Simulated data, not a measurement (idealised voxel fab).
process module | voxel spacer lines
cross-section cut | 195 nm wide | cells 5 nm
A cross-section is a grid of square cells, given in bands from the top down. A band is one or more rows of cells.
Each band's line starts with the height of the band's top and of its bottom, in nm. Then come its materials from left to right, each with its width in nm. One material with "throughout" fills the band from edge to edge. "air" is empty space.
Height 0 is the level under which the wafer as received is all one material. The lowest band goes on downwards, as in "0 down".
A width such as "30 to 40" changes by the same amount from each row of cells to the next, from the band's top row to its bottom row.
"no change" after a step means that no cell of the cross-section changed.
closed voids: empty space of 8 cells or more with no open way to the top, each as width x height at its distance from the left edge, in nm
after a step's settings: what the simulator itself notes on the step
overlay nm, on a step with a mask: how far to the right of its planned place the mask lay; to the left if negative
plan
1 op RECEIVE | material Si
2 op CONFORMAL_DEP | material Al2O3 | thk nm 5
3 op DIRECTIONAL_DEP | material TiN | thk nm 15
4 op DIRECTIONAL_DEP | material polySi | thk nm 30
5 op PATTERN | tone cover | mask id MANDREL | material resist | width nm 15 | pitch nm 70 | thk nm 35 | overlay nm 0
6 op DIRECTIONAL_ETCH | etch materials polySi | depth nm 30
7 op STRIP | etch materials resist
8 op CONFORMAL_DEP | material SiO2 | thk nm 15
9 op DIRECTIONAL_ETCH | etch materials SiO2 | depth nm 15
10 op STRIP | etch materials polySi
11 op DIRECTIONAL_ETCH | etch materials TiN | depth nm 15
12 op STRIP | etch materials SiO2
varied across the wafers: width nm of step 5. The plan shows the first wafer's value. All wafers start alike
first wafer as received, after step 1
  0 down: Si throughout
  closed voids: none
each wafer at the end: cells of each material gained (+) or lost (-) since it was received, then its closed voids
width nm 15 | +39 Al2O3 | +54 TiN | closed voids: none
width nm 20 | +39 Al2O3 | +54 TiN | closed voids: none
width nm 25 | +39 Al2O3 | +54 TiN | closed voids: none
